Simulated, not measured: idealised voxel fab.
The process module that follows is named voxel air gaps.
Pictured: cross-section cut, 175 nm wide, on a grid of 5 nm square cells.
Reading order for cross-sections: top band down to bottom band. Underlying form: a grid of square cells. Band size: one or more rows of cells. First you get the band's top height and its bottom height, in nm, and then the materials it's made of, left to right, with each width in nm. If you see a single material with "throughout", that one covers the band edge to edge. "blank" is empty space. Height 0 is the level under which the wafer as received is all one material. The lowest band goes on downwards, as in "from 0 down". It should be noted that a width expressed as "30..40" varies in equal increments from row to row of cells within the band, taking the value of the first number at the top row and that of the second number at the bottom row. Take "left unchanged" at face value: in the step it is given for, the cross-section changed in none of its cells. "Closed void register": empty spaces of 8 cells or more with no open way to the top, each given as width x height at distance, distance from the left edge, all in nm. What comes after the settings on a step's line is commentary from the simulator itself on that step. When a step includes a mask, the "overlay nm" setting on its line states how far to the right of its planned place that mask lay, and negative values state how far to the left.

# The process steps that were planned are listed below
- 1: RECEIVE (material Si)
- 2: CONFORMAL_DEP (material SiO2; thk nm 10)
- 3: CONFORMAL_DEP (material SiN; thk nm 5)
- 4: DIRECTIONAL_DEP (material SiO2; thk nm 35)
- 5: DIRECTIONAL_DEP (material aC; thk nm 15)
- 6: PATTERN (tone open; mask id LINES; material resist; width nm 25; pitch nm 50; thk nm 30; overlay nm 0)
- 7: DIRECTIONAL_ETCH (etch materials aC; depth nm 15)
- 8: STRIP (etch materials resist)
- 9: DIRECTIONAL_ETCH (etch materials SiO2; depth nm 35)
- 10: STRIP (etch materials aC)
- 11: CONFORMAL_DEP (material TiN; thk nm 5)
- 12: FILL_DEP (material Cu; thk nm 5)
- 13: CMP (height nm 50)
- 14: EPI (material Ru; thk nm 10)
- 15: SELECTIVE_ETCH (etch materials SiO2; depth nm 45)
- 16: CONFORMAL_DEP (material SiN; thk nm 5)

# What follows covers the first of two wafers; it ran as planned

# This is the cross-section of the wafer as we received it, i.e. after step 1
    from 0 down  Si throughout
    Closed void register: none

# So this is the wafer cross-section right after step 2
    from 10 to 0  SiO2 throughout
    Everything under 0 stays put, no change at all.

# So this is the wafer cross-section right after step 3
    from 15 to 10  SiN throughout
    Everything under 10 stays put, no change at all.

# So this is the wafer cross-section right after step 4
    from 50 to 15  SiO2 throughout
    Everything under 15 stays put, no change at all.

# So this is the wafer cross-section right after step 5
    from 65 to 50  aC throughout
    Everything under 50 stays put, no change at all.

# So this is the wafer cross-section right after step 6
    from 95 to 65  25 of resist, then 25 of blank, then 25 of resist, then 25 of blank, then 25 of resist, then 25 of blank, then 25 of resist
    Everything under 65 stays put, no change at all.

# So this is the wafer cross-section right after step 7
    from 80 to 65  25 of resist, then 25 of blank, then 25 of resist, then 25 of blank, then 25 of resist, then 25 of blank, then 25 of resist
    from 65 to 50  25 of aC, then 25 of blank, then 25 of aC, then 25 of blank, then 25 of aC, then 25 of blank, then 25 of aC
    Everything under 50 stays put, no change at all.

# So this is the wafer cross-section right after step 8
    from 65 to 50  25 of aC, then 25 of blank, then 25 of aC, then 25 of blank, then 25 of aC, then 25 of blank, then 25 of aC
    Everything under 50 stays put, no change at all.

# So this is the wafer cross-section right after step 9
    from 65 to 50  25 of aC, then 25 of blank, then 25 of aC, then 25 of blank, then 25 of aC, then 25 of blank, then 25 of aC
    from 50 to 15  25 of SiO2, then 25 of blank, then 25 of SiO2, then 25 of blank, then 25 of SiO2, then 25 of blank, then 25 of SiO2
    Everything under 15 stays put, no change at all.

# So this is the wafer cross-section right after step 10
    from 50 to 15  25 of SiO2, then 25 of blank, then 25 of SiO2, then 25 of blank, then 25 of SiO2, then 25 of blank, then 25 of SiO2
    Everything under 15 stays put, no change at all.

# So this is the wafer cross-section right after step 11
    from 55 to 50  30 of TiN, then 15 of blank, then 35 of TiN, then 15 of blank, then 35 of TiN, then 15 of blank, then 30 of TiN
    from 50 to 20  25 of SiO2, then 5 of TiN, then 15 of blank, then 5 of TiN, then 25 of SiO2, then 5 of TiN, then 15 of blank, then 5 of TiN, then 25 of SiO2, then 5 of TiN, then 15 of blank, then 5 of TiN, then 25 of SiO2
    from 20 to 15  25 of SiO2, then 25 of TiN, then 25 of SiO2, then 25 of TiN, then 25 of SiO2, then 25 of TiN, then 25 of SiO2
    Everything under 15 stays put, no change at all.

# So this is the wafer cross-section right after step 12
    from 60 to 55  Cu throughout
    from 55 to 50  30 of TiN, then 15 of Cu, then 35 of TiN, then 15 of Cu, then 35 of TiN, then 15 of Cu, then 30 of TiN
    from 50 to 20  25 of SiO2, then 5 of TiN, then 15 of Cu, then 5 of TiN, then 25 of SiO2, then 5 of TiN, then 15 of Cu, then 5 of TiN, then 25 of SiO2, then 5 of TiN, then 15 of Cu, then 5 of TiN, then 25 of SiO2
    Everything under 20 stays put, no change at all.

# So this is the wafer cross-section right after step 13
    from 50 to 20  25 of SiO2, then 5 of TiN, then 15 of Cu, then 5 of TiN, then 25 of SiO2, then 5 of TiN, then 15 of Cu, then 5 of TiN, then 25 of SiO2, then 5 of TiN, then 15 of Cu, then 5 of TiN, then 25 of SiO2
    Everything under 20 stays put, no change at all.

# So this is the wafer cross-section right after step 14
    from 60 to 50  15 of blank, then 45 of Ru, then 5 of blank, then 45 of Ru, then 5 of blank, then 45 of Ru, then 15 of blank
    Everything under 50 stays put, no change at all.

# So this is the wafer cross-section right after step 15
    from 60 to 50  15 of blank, then 45 of Ru, then 5 of blank, then 45 of Ru, then 5 of blank, then 45 of Ru, then 15 of blank
    from 50 to 20  25 of blank, then 5 of TiN, then 15 of Cu, then 5 of TiN, then 25 of blank, then 5 of TiN, then 15 of Cu, then 5 of TiN, then 25 of blank, then 5 of TiN, then 15 of Cu, then 5 of TiN, then 25 of blank
    from 20 to 15  25 of blank, then 25 of TiN, then 25 of blank, then 25 of TiN, then 25 of blank, then 25 of TiN, then 25 of blank
    Everything under 15 stays put, no change at all.

# So this is the wafer cross-section right after step 16
    from 65 to 60  10 of blank, then 155 of SiN, then 10 of blank
    from 60 to 50  10 of blank, then 5 of SiN, then 45 of Ru, then 5 of SiN, then 45 of Ru, then 5 of SiN, then 45 of Ru, then 5 of SiN, then 10 of blank
    from 50 to 45  10 of blank, then 15 of SiN, then 5 of TiN, then 15 of Cu, then 5 of TiN, then 25 of SiN, then 5 of TiN, then 15 of Cu, then 5 of TiN, then 25 of SiN, then 5 of TiN, then 15 of Cu, then 5 of TiN, then 15 of SiN, then 10 of blank
    from 45 to 20  20 of blank, then 5 of SiN, then 5 of TiN, then 15 of Cu, then 5 of TiN, then 5 of SiN, then 15 of blank, then 5 of SiN, then 5 of TiN, then 15 of Cu, then 5 of TiN, then 5 of SiN, then 15 of blank, then 5 of SiN, then 5 of TiN, then 15 of Cu, then 5 of TiN, then 5 of SiN, then 20 of blank
    from 20 to 15  25 of SiN, then 25 of TiN, then 25 of SiN, then 25 of TiN, then 25 of SiN, then 25 of TiN, then 25 of SiN
    Everything under 15 stays put, no change at all.
    Closed void register: 15 x 25 at 55; 15 x 25 at 105

# Second wafer. Start and plan as for the first. One mistake made in running. Agrees with the first up to and including step 5

# Second wafer, cross-section, planned end of step 6
    from 95 to 65  25 of blank, then 25 of resist, then 25 of blank, then 25 of resist, then 25 of blank, then 25 of resist, then 25 of blank
    Everything under 65 stays put, no change at all.

# Second wafer, cross-section, planned end of step 7
    from 80 to 65  25 of blank, then 25 of resist, then 25 of blank, then 25 of resist, then 25 of blank, then 25 of resist, then 25 of blank
    from 65 to 50  25 of blank, then 25 of aC, then 25 of blank, then 25 of aC, then 25 of blank, then 25 of aC, then 25 of blank
    Everything under 50 stays put, no change at all.

# Second wafer, cross-section, planned end of step 8
    from 65 to 50  25 of blank, then 25 of aC, then 25 of blank, then 25 of aC, then 25 of blank, then 25 of aC, then 25 of blank
    Everything under 50 stays put, no change at all.

# Second wafer, cross-section, planned end of step 9
    from 65 to 50  25 of blank, then 25 of aC, then 25 of blank, then 25 of aC, then 25 of blank, then 25 of aC, then 25 of blank
    from 50 to 15  25 of blank, then 25 of SiO2, then 25 of blank, then 25 of SiO2, then 25 of blank, then 25 of SiO2, then 25 of blank
    Everything under 15 stays put, no change at all.

# Second wafer, cross-section, planned end of step 10
    from 50 to 15  25 of blank, then 25 of SiO2, then 25 of blank, then 25 of SiO2, then 25 of blank, then 25 of SiO2, then 25 of blank
    Everything under 15 stays put, no change at all.

# Second wafer, cross-section, planned end of step 11
    from 55 to 50  20 of blank, then 35 of TiN, then 15 of blank, then 35 of TiN, then 15 of blank, then 35 of TiN, then 20 of blank
    from 50 to 20  20 of blank, then 5 of TiN, then 25 of SiO2, then 5 of TiN, then 15 of blank, then 5 of TiN, then 25 of SiO2, then 5 of TiN, then 15 of blank, then 5 of TiN, then 25 of SiO2, then 5 of TiN, then 20 of blank
    from 20 to 15  25 of TiN, then 25 of SiO2, then 25 of TiN, then 25 of SiO2, then 25 of TiN, then 25 of SiO2, then 25 of TiN
    Everything under 15 stays put, no change at all.

# Second wafer, cross-section, planned end of step 12
    from 60 to 55  Cu throughout
    from 55 to 50  20 of Cu, then 35 of TiN, then 15 of Cu, then 35 of TiN, then 15 of Cu, then 35 of TiN, then 20 of Cu
    from 50 to 20  20 of Cu, then 5 of TiN, then 25 of SiO2, then 5 of TiN, then 15 of Cu, then 5 of TiN, then 25 of SiO2, then 5 of TiN, then 15 of Cu, then 5 of TiN, then 25 of SiO2, then 5 of TiN, then 20 of Cu
    Everything under 20 stays put, no change at all.

# Second wafer, cross-section, planned end of step 13
    from 50 to 20  20 of Cu, then 5 of TiN, then 25 of SiO2, then 5 of TiN, then 15 of Cu, then 5 of TiN, then 25 of SiO2, then 5 of TiN, then 15 of Cu, then 5 of TiN, then 25 of SiO2, then 5 of TiN, then 20 of Cu
    Everything under 20 stays put, no change at all.

# Second wafer, cross-section, planned end of step 14
    from 60 to 50  35 of Ru, then 5 of blank, then 45 of Ru, then 5 of blank, then 45 of Ru, then 5 of blank, then 35 of Ru
    Everything under 50 stays put, no change at all.

# Second wafer, cross-section, planned end of step 15
    from 60 to 50  35 of Ru, then 5 of blank, then 45 of Ru, then 5 of blank, then 45 of Ru, then 5 of blank, then 35 of Ru
    from 50 to 20  20 of Cu, then 5 of TiN, then 25 of blank, then 5 of TiN, then 15 of Cu, then 5 of TiN, then 25 of blank, then 5 of TiN, then 15 of Cu, then 5 of TiN, then 25 of blank, then 5 of TiN, then 20 of Cu
    from 20 to 15  25 of TiN, then 25 of blank, then 25 of TiN, then 25 of blank, then 25 of TiN, then 25 of blank, then 25 of TiN
    Everything under 15 stays put, no change at all.

# Second wafer, cross-section, planned end of step 16
    from 65 to 60  SiN throughout
    from 60 to 50  35 of Ru, then 5 of SiN, then 45 of Ru, then 5 of SiN, then 45 of Ru, then 5 of SiN, then 35 of Ru
    from 50 to 45  20 of Cu, then 5 of TiN, then 25 of SiN, then 5 of TiN, then 15 of Cu, then 5 of TiN, then 25 of SiN, then 5 of TiN, then 15 of Cu, then 5 of TiN, then 25 of SiN, then 5 of TiN, then 20 of Cu
    from 45 to 20  20 of Cu, then 5 of TiN, then 5 of SiN, then 15 of blank, then 5 of SiN, then 5 of TiN, then 15 of Cu, then 5 of TiN, then 5 of SiN, then 15 of blank, then 5 of SiN, then 5 of TiN, then 15 of Cu, then 5 of TiN, then 5 of SiN, then 15 of blank, then 5 of SiN, then 5 of TiN, then 20 of Cu
    from 20 to 15  25 of TiN, then 25 of SiN, then 25 of TiN, then 25 of SiN, then 25 of TiN, then 25 of SiN, then 25 of TiN
    Everything under 15 stays put, no change at all.
    Closed void register: 15 x 25 at 30; 15 x 25 at 80; 15 x 25 at 130
Misprocessing identified: step 6 did not happen as planned, as run it was PATTERN (tone cover; mask id LINES; material resist; width nm 25; pitch nm 50; thk nm 30; overlay nm 0)
Looking at both finished wafers in cells, the second ends up ahead of or behind the first on some materials: 30 more of Cu | 10 more of Ru | 4 fewer of SiN | 5 more of TiN
On completion, 3 closed voids are found in the second wafer, whereas the first wafer has 2.
